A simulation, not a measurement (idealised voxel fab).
You're looking at the process module voxel transistor to metal.
Pictured: cross-section cut, 285 nm wide, on a grid of 5 nm square cells.
Reading order for cross-sections: top band down to bottom band. Underlying form: a grid of square cells. Band size: one or more rows of cells.
The band entry comprises the height of the band's top followed by the height of its bottom, expressed in nm, and subsequently the band's materials from left to right, each stated together with its width in nm. Where a single material is marked with the word "edge to edge", that material fills the band from edge to edge. The word "empty" represents empty space.
Height datum 0, below which the as-received substrate wafer is one material. Lowest band open at the bottom, running downward: "z 0 and below".
A width given as "30->40" starts at the first number in the band's top row and ends at the second number in its bottom row, shifting by an equal amount at every step from row to row.
It should be understood that the words "nothing different", when stated for a given step, signify that the cross-section underwent no change in any of its cells during that step.
Closed-off voids of 8+ cells (no open route to the top) go in "Closed empty spaces", written width x height at distance from the left edge, in nm.
Anything after a step's settings on that line? It's the simulator's own note about the step.
You can add "overlay nm" to a step's line. For a step with a mask, it describes how far the mask lay to the right of its planned position, and a negative number describes a lay to the left.

Steps planned for the process:
step 1: RECEIVE: material Si
step 2: CONFORMAL_DEP: material SiO2, thk nm 5
step 3: CONFORMAL_DEP: material SiN, thk nm 10
step 4: DIRECTIONAL_DEP: material aC, thk nm 10
step 5: PATTERN: tone cover, mask id ACTIVE, material resist, width nm 100, pitch nm 130, thk nm 25, overlay nm 0
step 6: DIRECTIONAL_ETCH: etch materials aC, depth nm 10
step 7: STRIP: etch materials resist
step 8: DIRECTIONAL_ETCH: etch materials SiN, depth nm 10
step 9: DIRECTIONAL_ETCH: etch materials SiO2, depth nm 5
step 10: DIRECTIONAL_ETCH: etch materials Si, depth nm 35
step 11: STRIP: etch materials aC
step 12: FILL_DEP: material SiO2, thk nm 15
step 13: CMP: height nm 15
step 14: SELECTIVE_ETCH: etch materials SiO2, depth nm 10
step 15: STRIP: etch materials SiN
step 16: SELECTIVE_ETCH: etch materials SiO2, depth nm 5
step 17: OXIDIZE: depth nm 5
step 18: DIRECTIONAL_DEP: material polySi, thk nm 20
step 19: DIRECTIONAL_DEP: material SiCN, thk nm 15
step 20: DIRECTIONAL_DEP: material aC, thk nm 10
step 21: PATTERN: tone cover, mask id GATE, material resist, width nm 20, pitch nm 130, thk nm 25, overlay nm 0
step 22: DIRECTIONAL_ETCH: etch materials aC, depth nm 10
step 23: STRIP: etch materials resist
step 24: DIRECTIONAL_ETCH: etch materials SiCN, depth nm 25
step 25: DIRECTIONAL_ETCH: etch materials polySi, depth nm 30
step 26: STRIP: etch materials aC
step 27: CONFORMAL_DEP: material SiO2, thk nm 5
step 28: DIRECTIONAL_ETCH: etch materials SiO2, depth nm 5
step 29: CONFORMAL_DEP: material SiN, thk nm 10
step 30: DIRECTIONAL_ETCH: etch materials SiN, depth nm 10
step 31: DIRECTIONAL_ETCH: etch materials SiO2, depth nm 5
step 32: DIRECTIONAL_ETCH: etch materials Si, depth nm 15
step 33: EPI: material nSi, thk nm 20
step 34: FILL_DEP: material SiO2, thk nm 10
step 35: CMP: height nm 35
step 36: DIRECTIONAL_DEP: material SiO2, thk nm 15
step 37: PATTERN: tone open, mask id CONTACT, material resist, width nm 15, thk nm 20, overlay nm 0
step 38: DIRECTIONAL_ETCH: etch materials SiO2, depth nm 35
step 39: STRIP: etch materials resist
step 40: CONFORMAL_DEP: material TiN, thk nm 5
step 41: FILL_DEP: material Ru, thk nm 5
step 42: CMP: height nm 50
step 43: DIRECTIONAL_DEP: material TiN, thk nm 5
step 44: DIRECTIONAL_DEP: material Ru, thk nm 25
step 45: MASKED_ETCH: tone cover, mask id METAL_1, width nm 15, etch materials Ru, depth nm 25, overlay nm 0
step 46: MASKED_ETCH: tone cover, mask id METAL_1, width nm 15, etch materials TiN, depth nm 5, overlay nm 0
step 47: CONFORMAL_DEP: material SiN, thk nm 5
step 48: FILL_DEP: material lowk, thk nm 10
step 49: CMP: height nm 80
step 50: CONFORMAL_DEP: material SiCN, thk nm 5

Cross-section of the incoming wafer, state after step 1:
  z 0 and below | Si edge to edge
  Closed empty spaces: none

Here's the cross-section of the first of our two wafers at the end of the module - it ran as planned:
  z 85 to 80 | SiCN edge to edge
  z 80 to 55 | lowk (25); SiN (5); Ru (15); SiN (5); lowk (50); SiN (5); Ru (15); SiN (5); lowk (30); SiN (5); Ru (15); SiN (5); lowk (50); SiN (5); Ru (15); SiN (5); lowk (30)
  z 55 to 50 | SiN (30); TiN (15); SiN (60); TiN (15); SiN (40); TiN (15); SiN (60); TiN (15); SiN (35)
  z 50 to 35 | SiO2 (30); TiN (5); Ru (5); TiN (5); SiO2 (60); TiN (5); Ru (5); TiN (5); SiO2 (40); TiN (5); Ru (5); TiN (5); SiO2 (60); TiN (5); Ru (5); TiN (5); SiO2 (35)
  z 35 to 20 | SiO2 (30); TiN (5); Ru (5); TiN (5); SiO2 (5); SiN (10); SiO2 (5); SiCN (20); SiO2 (5); SiN (10); SiO2 (5); TiN (5); Ru (5); TiN (5); SiO2 (40); TiN (5); Ru (5); TiN (5); SiO2 (5); SiN (10); SiO2 (5); SiCN (20); SiO2 (5); SiN (10); SiO2 (5); TiN (5); Ru (5); TiN (5); SiO2 (35)
  z 20 to 15 | SiO2 (30); TiN (15); SiO2 (5); SiN (10); SiO2 (5); polySi (20); SiO2 (5); SiN (10); SiO2 (5); TiN (15); SiO2 (40); TiN (15); SiO2 (5); SiN (10); SiO2 (5); polySi (20); SiO2 (5); SiN (10); SiO2 (5); TiN (15); SiO2 (35)
  z 15 to 0 | SiO2 (30); nSi (20); SiN (10); SiO2 (5); polySi (20); SiO2 (5); SiN (10); nSi (20); SiO2 (40); nSi (20); SiN (10); SiO2 (5); polySi (20); SiO2 (5); SiN (10); nSi (20); SiO2 (35)
  z 0 to -5 | SiO2 (20); nSi (30); SiO2 (50); nSi (30); SiO2 (20); nSi (30); SiO2 (50); nSi (30); SiO2 (25)
  z -5 to -20 | SiO2 (25); nSi (25); Si (50); nSi (25); SiO2 (30); nSi (25); Si (50); nSi (25); SiO2 (30)
  z -20 to -35 | SiO2 (25); Si (100); SiO2 (30); Si (100); SiO2 (30)
  z -35 and below | Si edge to edge
  Closed empty spaces: none

Second of two wafers, module complete, sectioned: it shares the first wafer's start and plan but was run with one mistake:
  z 85 to 80 | SiCN edge to edge
  z 80 to 55 | lowk (25); SiN (5); Ru (15); SiN (5); lowk (50); SiN (5); Ru (15); SiN (5); lowk (30); SiN (5); Ru (15); SiN (5); lowk (50); SiN (5); Ru (15); SiN (5); lowk (30)
  z 55 to 50 | SiN (30); TiN (15); SiN (60); TiN (15); SiN (40); TiN (15); SiN (60); TiN (15); SiN (35)
  z 50 to 35 | SiO2 (30); TiN (5); Ru (5); TiN (5); SiO2 (60); TiN (5); Ru (5); TiN (5); SiO2 (40); TiN (5); Ru (5); TiN (5); SiO2 (60); TiN (5); Ru (5); TiN (5); SiO2 (35)
  z 35 to 30 | SiO2 (30); TiN (5); Ru (5); TiN (5); SiO2 (20); SiCN (20); SiO2 (20); TiN (5); Ru (5); TiN (5); SiO2 (40); TiN (5); Ru (5); TiN (5); SiO2 (20); SiCN (20); SiO2 (20); TiN (5); Ru (5); TiN (5); SiO2 (35)
  z 30 to 20 | SiO2 (30); TiN (5); Ru (5); TiN (5); SiO2 (5); SiN (10); SiO2 (5); SiCN (20); SiO2 (5); SiN (10); SiO2 (5); TiN (5); Ru (5); TiN (5); SiO2 (40); TiN (5); Ru (5); TiN (5); SiO2 (5); SiN (10); SiO2 (5); SiCN (20); SiO2 (5); SiN (10); SiO2 (5); TiN (5); Ru (5); TiN (5); SiO2 (35)
  z 20 to 15 | SiO2 (30); TiN (15); SiO2 (5); SiN (10); SiO2 (5); polySi (20); SiO2 (5); SiN (10); SiO2 (5); TiN (15); SiO2 (40); TiN (15); SiO2 (5); SiN (10); SiO2 (5); polySi (20); SiO2 (5); SiN (10); SiO2 (5); TiN (15); SiO2 (35)
  z 15 to 0 | SiO2 (50); SiN (10); SiO2 (5); polySi (20); SiO2 (5); SiN (10); SiO2 (80); SiN (10); SiO2 (5); polySi (20); SiO2 (5); SiN (10); SiO2 (55)
  z 0 to -5 | SiO2 edge to edge
  z -5 to -35 | SiO2 (25); Si (100); SiO2 (30); Si (100); SiO2 (30)
  z -35 and below | Si edge to edge
  Closed empty spaces: none
What broke from the plan during processing? it should be noted that step 31 was executed with settings other than those planned, the operation and settings actually applied being DIRECTIONAL_ETCH: etch materials SiN, depth nm 5
Once processing is complete, comparing cell counts shows that the second wafer has more or fewer of certain materials than the first: Si +60 | SiN -8 | SiO2 +80 | nSi -132
